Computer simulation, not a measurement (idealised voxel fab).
The following process module bears the name voxel gate over fins.
The width of the displayed cross-section, cut, is 250 nm; its cells are square, with a size of 5 nm.
A cross-section in this document is a grid of square cells, and it is written down as bands, the top band listed before the ones below it; a band is made up of one or more rows of cells. Read a band's entry like this: the first values are the height of its top and the height of its bottom in nm, and what follows is the sequence of materials from left to right, each with its width in nm. Note that "empty" is empty space, and that a single material marked "throughout" reaches across the band from edge to edge. Heights are measured from 0, the level below which the as-received wafer is all one material; the lowest band has no bottom and continues downward, written as in "0..down". A two-number width, for instance "30..40", indicates that the width is equal to the first number in the top row of the band and to the second number in the bottom row, and that it changes by a constant amount per row of cells. When a step is marked "same as before", none of the cells in the cross-section changed during that step. Each empty space that has no open way to the top and spans at least 8 cells appears under "Closed cavities" as width x height at distance, the distance counted from the left edge, all in nm. Past the settings on a step's line: simulator remark, on that step. Regarding "overlay nm": on a step with a mask, it is the distance the mask lay to the right of its planned place; a negative value places it to the left.

## Listed below are the process steps as planned
| 1 | op RECEIVE | material Si |
| 2 | op CONFORMAL_DEP | material SiN | thk nm 10 |
| 3 | op DIRECTIONAL_DEP | material aC | thk nm 10 |
| 4 | op PATTERN | tone cover | mask id FINS | material resist | width nm 15 | pitch nm 50 | thk nm 25 | overlay nm 0 |
| 5 | op DIRECTIONAL_ETCH | etch materials aC | depth nm 10 |
| 6 | op STRIP | etch materials resist |
| 7 | op DIRECTIONAL_ETCH | etch materials SiN | depth nm 10 |
| 8 | op DIRECTIONAL_ETCH | etch materials Si | depth nm 35 |
| 9 | op STRIP | etch materials aC |
| 10 | op FILL_DEP | material SiO2 | thk nm 5 |
| 11 | op CMP | height nm 10 |
| 12 | op MASKED_ETCH | tone open | mask id RAIL | width nm 15 | etch materials SiO2 | depth nm 40 | overlay nm 0 |
| 13 | op CONFORMAL_DEP | material TiN | thk nm 5 |
| 14 | op FILL_DEP | material Ru | thk nm 10 |
| 15 | op CMP | height nm 10 |
| 16 | op SELECTIVE_ETCH | etch materials W Ru TiN | depth nm 35 |
| 17 | op FILL_DEP | material SiO2 | thk nm 5 |
| 18 | op CMP | height nm 10 |
| 19 | op SELECTIVE_ETCH | etch materials SiO2 | depth nm 25 |
| 20 | op STRIP | etch materials SiN |
| 21 | op CONFORMAL_DEP | material HfO2 | thk nm 5 |
| 22 | op CONFORMAL_DEP | material TiN | thk nm 5 |
| 23 | op CONFORMAL_DEP | material TiAl | thk nm 5 |
| 24 | op CONFORMAL_DEP | material TiN | thk nm 5 |
| 25 | op FILL_DEP | material W | thk nm 10 |
| 26 | op CMP | height nm 25 |
| 27 | op CONFORMAL_DEP | material SiCN | thk nm 5 |
For clarity, it should be stated that the wafers under discussion commence in an identical condition and differ with respect to the width nm of step 4, the plan indicating the value that the first wafer had.

## Received condition of the first of several wafers, sectioned: post-step 1
  0..down | Si throughout
  Closed cavities: none

## Every row in this table is a wafer at the end of the module, and it gives, for each of the materials, the cells that wafer has gained (+) or lost (-) since it was received, then its closed voids
width nm 15 | +62 HfO2 | -308 Si | +50 SiCN | +173 SiO2 | +62 TiAl | +124 TiN | +137 W | Closed cavities: none
width nm 20 | +62 HfO2 | -294 Si | +50 SiCN | +165 SiO2 | +62 TiAl | +121 TiN | +134 W | Closed cavities: none
width nm 25 | +62 HfO2 | -280 Si | +50 SiCN | +157 SiO2 | +59 TiAl | +121 TiN | +131 W | Closed cavities: none
width nm 30 | +62 HfO2 | -266 Si | +50 SiCN | +149 SiO2 | +56 TiAl | +121 TiN | +128 W | Closed cavities: none
